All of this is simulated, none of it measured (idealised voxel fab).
A process module follows: voxel air gaps.
Section shown: cut. Width: 205 nm. Cell size: 5 nm, square.
Cross-section layout: square cells on a grid; listed as bands, top to bottom; a band spans one or more cell rows.
Top height, bottom height, nm. Materials left to right, width each, nm. Single material + "throughout" = fills band edge to edge. "empty" = empty.
Counting heights begins at 0, where everything beneath is, in the wafer as received, one material. The lowest band has no bottom; it goes on downwards, as "from 0 down" shows.
You'd read "30->40" like this: the band's top row of cells is as wide as the first number, its bottom row is as wide as the second, and going down, every row changes width by the same amount as the row before did.
The designation "changes: none", where it is given for a processing step, indicates that no cell of the cross-section was altered in the course of that step.
"Enclosed voids" contains a list of empty spaces, each no smaller than 8 cells and without an open way to the top, written in the form width x height at distance with the distance from the left edge and all three in nm.
Post-settings text on a step line: simulator's own remark regarding the step.
"overlay nm" denotes, for a step that has a mask, the displacement of the mask to the right of its planned place, with negative values corresponding to the left.

Listed below are the process steps as planned:
| 1 | RECEIVE: material Si |
| 2 | CONFORMAL_DEP: material SiO2, thk nm 10 |
| 3 | CONFORMAL_DEP: material SiN, thk nm 5 |
| 4 | DIRECTIONAL_DEP: material lowk, thk nm 35 |
| 5 | PATTERN: tone open, mask id LINES, material resist, width nm 20, pitch nm 50, thk nm 20, overlay nm 0 |
| 6 | DIRECTIONAL_ETCH: etch materials lowk, depth nm 35 |
| 7 | STRIP: etch materials resist |
| 8 | CONFORMAL_DEP: material TiN, thk nm 5 |
| 9 | FILL_DEP: material Cu, thk nm 10 |
| 10 | CMP: height nm 50 |
| 11 | EPI: material Ru, thk nm 10 |
| 12 | SELECTIVE_ETCH: etch materials lowk, depth nm 45 |
| 13 | CONFORMAL_DEP: material SiCN, thk nm 5 |

As-received wafer cross-section (after step 1):
* from 0 down: Si throughout
* Enclosed voids: none

Cross-section, first of two wafers, end of module, run as planned:
* from 65 to 60: empty: 25 | SiCN: 150 | empty: 30
* from 60 to 50: empty: 25 | SiCN: 5 | Ru: 40 | SiCN: 10 | Ru: 40 | SiCN: 10 | Ru: 40 | SiCN: 5 | empty: 30
* from 50 to 45: empty: 25 | SiCN: 15 | TiN: 5 | Cu: 10 | TiN: 5 | SiCN: 30 | TiN: 5 | Cu: 10 | TiN: 5 | SiCN: 30 | TiN: 5 | Cu: 10 | TiN: 5 | SiCN: 15 | empty: 30
* from 45 to 20: empty: 35 | SiCN: 5 | TiN: 5 | Cu: 10 | TiN: 5 | SiCN: 5 | empty: 20 | SiCN: 5 | TiN: 5 | Cu: 10 | TiN: 5 | SiCN: 5 | empty: 20 | SiCN: 5 | TiN: 5 | Cu: 10 | TiN: 5 | SiCN: 5 | empty: 40
* from 20 to 15: SiCN: 40 | TiN: 20 | SiCN: 30 | TiN: 20 | SiCN: 30 | TiN: 20 | SiCN: 45
* from 15 to 10: SiN throughout
* from 10 to 0: SiO2 throughout
* from 0 down: Si throughout
* Enclosed voids: 20 x 25 at 65; 20 x 25 at 115

Here's the second of our two wafers sectioned at module end. Same start as the first, same plan, but one mistake got made running it:
* from 55 to 50: SiCN throughout
* from 50 to 45: SiN throughout
* from 45 to 10: lowk throughout
* from 10 to 0: SiO2 throughout
* from 0 down: Si throughout
* Enclosed voids: none
The plan and the run diverged here: sequence error: steps 3 and 4 interchanged
at the end the second wafer has, in cells: 36 fewer of Cu | 48 fewer of Ru | 78 fewer of SiCN | 48 fewer of TiN | 287 more of lowk
Long story short, the first wafer ends with 2 closed voids and the second one with 0.
